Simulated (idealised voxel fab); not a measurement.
This is a process module. Its name is voxel transistor to metal.
The width of the displayed cross-section, cut, is 285 nm; its cells are square, with a size of 5 nm.
In this document a cross-section is written as a grid of square cells. It is given as a series of bands, listed from the top down, and a band is one or more rows of cells. Basically the band line says how high the top is and how high the bottom is, in nm, and then what's in it from left to right, every material with its width in nm. Empty space shows up as "air", and if a single material carries "everywhere" it runs the full band edge to edge. Heights from 0 (as-received wafer is one material below). Bottom band endless downward, as "0 and below". Per-row width for "30 to 40": begins at first number (top row of band), ends at second number (bottom row), increment between rows held constant. Where a step carries "remained unchanged", the cross-section came out of it unchanged, cell for cell. The entry "Sealed voids" lists the empty spaces that cover at least 8 cells and have no open path to the top. Each is written as width x height at distance, where the distance is measured from the left edge and all three values are in nm. Formally, on a step line, whatever follows the settings is a remark that the simulator itself makes on the step. Regarding "overlay nm": on a step with a mask, it is the distance the mask lay to the right of its planned place; a negative value places it to the left.
# Steps planned for the process
1) RECEIVE [material Si]
2) OXIDIZE [depth nm 5]
3) CONFORMAL_DEP [material SiN] [thk nm 10]
4) DIRECTIONAL_DEP [material aC] [thk nm 10]
5) PATTERN [tone cover] [mask id ACTIVE] [material resist] [width nm 115] [pitch nm 135] [thk nm 30] [overlay nm 0]
6) DIRECTIONAL_ETCH [etch materials aC] [depth nm 10]
7) STRIP [etch materials resist]
8) DIRECTIONAL_ETCH [etch materials SiN] [depth nm 10]
9) DIRECTIONAL_ETCH [etch materials SiO2] [depth nm 5]
10) DIRECTIONAL_ETCH [etch materials Si] [depth nm 35]
11) STRIP [etch materials aC]
12) OXIDIZE [depth nm 5]
13) FILL_DEP [material SiO2] [thk nm 10]
14) CMP [height nm 10]
15) SELECTIVE_ETCH [etch materials SiO2] [depth nm 5]
16) STRIP [etch materials SiN]
17) SELECTIVE_ETCH [etch materials SiO2] [depth nm 5]
18) OXIDIZE [depth nm 5]
19) DIRECTIONAL_DEP [material polySi] [thk nm 20]
20) DIRECTIONAL_DEP [material SiCN] [thk nm 10]
21) MASKED_ETCH [tone cover] [mask id GATE] [width nm 35] [pitch nm 135] [etch materials SiCN] [depth nm 20] [overlay nm 0]
22) MASKED_ETCH [tone cover] [mask id GATE] [width nm 35] [pitch nm 135] [etch materials polySi] [depth nm 30] [overlay nm 0]
23) CONFORMAL_DEP [material SiN] [thk nm 10]
24) DIRECTIONAL_ETCH [etch materials SiN] [depth nm 10]
25) DIRECTIONAL_ETCH [etch materials SiO2] [depth nm 5]
26) EPI [material SiGe] [thk nm 5]
27) FILL_DEP [material SiO2] [thk nm 5]
28) CMP [height nm 15]
29) STRIP [etch materials polySi]
30) SELECTIVE_ETCH [etch materials SiO2] [depth nm 5]
31) CONFORMAL_DEP [material HfO2] [thk nm 5]
32) CONFORMAL_DEP [material TiN] [thk nm 5]
33) FILL_DEP [material W] [thk nm 5]
34) CMP [height nm 10]
35) DIRECTIONAL_DEP [material SiO2] [thk nm 10]
36) DIRECTIONAL_DEP [material aC] [thk nm 15]
37) PATTERN [tone open] [mask id CONTACT] [material resist] [width nm 15] [thk nm 30] [overlay nm 0]
38) DIRECTIONAL_ETCH [etch materials aC] [depth nm 15]
39) STRIP [etch materials resist]
40) DIRECTIONAL_ETCH [etch materials SiO2] [depth nm 25]
41) STRIP [etch materials aC]
42) CONFORMAL_DEP [material TiN] [thk nm 5]
43) FILL_DEP [material W] [thk nm 10]
44) CMP [height nm 20]
45) CONFORMAL_DEP [material SiN] [thk nm 5]
46) DIRECTIONAL_DEP [material lowk] [thk nm 20]
47) PATTERN [tone open] [mask id METAL_1] [material resist] [width nm 15] [thk nm 15] [overlay nm 0]
48) DIRECTIONAL_ETCH [etch materials lowk] [depth nm 20]
49) DIRECTIONAL_ETCH [etch materials SiN] [depth nm 5]
50) STRIP [etch materials resist]
51) CONFORMAL_DEP [material TiN] [thk nm 5]
52) FILL_DEP [material Cu] [thk nm 5]
53) CMP [height nm 45]
54) EPI [material Ru] [thk nm 5]
55) FILL_DEP [material SiCN] [thk nm 5]
# Incoming wafer, cross-sectional view, post step 1
> 0 and below: Si everywhere
> Sealed voids: none
# Sectioned view, first of two wafers, at the close of the module, processed as intended in the plan
> 55 down to 50: SiCN everywhere
> 50 down to 45: 20 nm SiCN, then 25 nm Ru, then 55 nm SiCN, then 25 nm Ru, then 30 nm SiCN, then 25 nm Ru, then 55 nm SiCN, then 25 nm Ru, then 25 nm SiCN
> 45 down to 25: 25 nm lowk, then 5 nm TiN, then 5 nm Cu, then 5 nm TiN, then 65 nm lowk, then 5 nm TiN, then 5 nm Cu, then 5 nm TiN, then 40 nm lowk, then 5 nm TiN, then 5 nm Cu, then 5 nm TiN, then 65 nm lowk, then 5 nm TiN, then 5 nm Cu, then 5 nm TiN, then 30 nm lowk
> 25 down to 20: 25 nm SiN, then 15 nm TiN, then 65 nm SiN, then 15 nm TiN, then 40 nm SiN, then 15 nm TiN, then 65 nm SiN, then 15 nm TiN, then 30 nm SiN
> 20 down to 10: 25 nm SiO2, then 5 nm TiN, then 5 nm W, then 5 nm TiN, then 65 nm SiO2, then 5 nm TiN, then 5 nm W, then 5 nm TiN, then 40 nm SiO2, then 5 nm TiN, then 5 nm W, then 5 nm TiN, then 65 nm SiO2, then 5 nm TiN, then 5 nm W, then 5 nm TiN, then 30 nm SiO2
> 10 down to 0: 25 nm SiO2, then 5 nm TiN, then 5 nm W, then 5 nm TiN, then 5 nm SiO2, then 10 nm SiN, then 5 nm HfO2, then 5 nm TiN, then 15 nm W, then 5 nm TiN, then 5 nm HfO2, then 10 nm SiN, then 5 nm SiO2, then 5 nm TiN, then 5 nm W, then 5 nm TiN, then 40 nm SiO2, then 5 nm TiN, then 5 nm W, then 5 nm TiN, then 5 nm SiO2, then 10 nm SiN, then 5 nm HfO2, then 5 nm TiN, then 15 nm W, then 5 nm TiN, then 5 nm HfO2, then 10 nm SiN, then 5 nm SiO2, then 5 nm TiN, then 5 nm W, then 5 nm TiN, then 30 nm SiO2
> 0 down to -5: 10 nm SiO2, then 10 nm SiN, then 5 nm SiO2, then 15 nm TiN, then 5 nm SiO2, then 10 nm SiN, then 5 nm HfO2, then 25 nm TiN, then 5 nm HfO2, then 10 nm SiN, then 5 nm SiO2, then 15 nm TiN, then 5 nm SiO2, then 10 nm SiN, then 10 nm SiO2, then 10 nm SiN, then 5 nm SiO2, then 15 nm TiN, then 5 nm SiO2, then 10 nm SiN, then 5 nm HfO2, then 25 nm TiN, then 5 nm HfO2, then 10 nm SiN, then 5 nm SiO2, then 15 nm TiN, then 5 nm SiO2, then 10 nm SiN, then 15 nm SiO2
> -5 down to -10: 20 nm SiO2, then 25 nm SiGe, then 5 nm SiO2, then 45 nm HfO2, then 5 nm SiO2, then 25 nm SiGe, then 30 nm SiO2, then 25 nm SiGe, then 5 nm SiO2, then 45 nm HfO2, then 5 nm SiO2, then 25 nm SiGe, then 25 nm SiO2
> -10 down to -45: 20 nm SiO2, then 105 nm Si, then 30 nm SiO2, then 105 nm Si, then 25 nm SiO2
> -45 and below: Si everywhere
> Sealed voids: none
# Same start, same plan as the first wafer - but one mistake in the run. Cross-section of the second of the two at the end of the module
> 55 down to 50: SiCN everywhere
> 50 down to 45: 20 nm SiCN, then 25 nm Ru, then 55 nm SiCN, then 25 nm Ru, then 30 nm SiCN, then 25 nm Ru, then 55 nm SiCN, then 25 nm Ru, then 25 nm SiCN
> 45 down to 25: 25 nm lowk, then 5 nm TiN, then 5 nm Cu, then 5 nm TiN, then 65 nm lowk, then 5 nm TiN, then 5 nm Cu, then 5 nm TiN, then 40 nm lowk, then 5 nm TiN, then 5 nm Cu, then 5 nm TiN, then 65 nm lowk, then 5 nm TiN, then 5 nm Cu, then 5 nm TiN, then 30 nm lowk
> 25 down to 20: 25 nm SiN, then 15 nm TiN, then 65 nm SiN, then 15 nm TiN, then 40 nm SiN, then 15 nm TiN, then 65 nm SiN, then 15 nm TiN, then 30 nm SiN
> 20 down to 10: 25 nm SiO2, then 5 nm TiN, then 5 nm W, then 5 nm TiN, then 65 nm SiO2, then 5 nm TiN, then 5 nm W, then 5 nm TiN, then 40 nm SiO2, then 5 nm TiN, then 5 nm W, then 5 nm TiN, then 65 nm SiO2, then 5 nm TiN, then 5 nm W, then 5 nm TiN, then 30 nm SiO2
> 10 down to 0: 25 nm SiO2, then 5 nm TiN, then 5 nm W, then 5 nm TiN, then 5 nm SiO2, then 10 nm SiN, then 5 nm HfO2, then 5 nm lowk, then 15 nm W, then 5 nm lowk, then 5 nm HfO2, then 10 nm SiN, then 5 nm SiO2, then 5 nm TiN, then 5 nm W, then 5 nm TiN, then 40 nm SiO2, then 5 nm TiN, then 5 nm W, then 5 nm TiN, then 5 nm SiO2, then 10 nm SiN, then 5 nm HfO2, then 5 nm lowk, then 15 nm W, then 5 nm lowk, then 5 nm HfO2, then 10 nm SiN, then 5 nm SiO2, then 5 nm TiN, then 5 nm W, then 5 nm TiN, then 30 nm SiO2
> 0 down to -5: 10 nm SiO2, then 10 nm SiN, then 5 nm SiO2, then 15 nm TiN, then 5 nm SiO2, then 10 nm SiN, then 5 nm HfO2, then 25 nm lowk, then 5 nm HfO2, then 10 nm SiN, then 5 nm SiO2, then 15 nm TiN, then 5 nm SiO2, then 10 nm SiN, then 10 nm SiO2, then 10 nm SiN, then 5 nm SiO2, then 15 nm TiN, then 5 nm SiO2, then 10 nm SiN, then 5 nm HfO2, then 25 nm lowk, then 5 nm HfO2, then 10 nm SiN, then 5 nm SiO2, then 15 nm TiN, then 5 nm SiO2, then 10 nm SiN, then 15 nm SiO2
> -5 down to -10: 20 nm SiO2, then 25 nm SiGe, then 5 nm SiO2, then 45 nm HfO2, then 5 nm SiO2, then 25 nm SiGe, then 30 nm SiO2, then 25 nm SiGe, then 5 nm SiO2, then 45 nm HfO2, then 5 nm SiO2, then 25 nm SiGe, then 25 nm SiO2
> -10 down to -45: 20 nm SiO2, then 105 nm Si, then 30 nm SiO2, then 105 nm Si, then 25 nm SiO2
> -45 and below: Si everywhere
> Sealed voids: none
Short version of what went wrong: heads up, step 32 didn't go per plan, it actually ran as CONFORMAL_DEP [material lowk] [thk nm 5]
End check, counted in cells, second wafer has more or fewer of these materials than the first: TiN -18; lowk +18
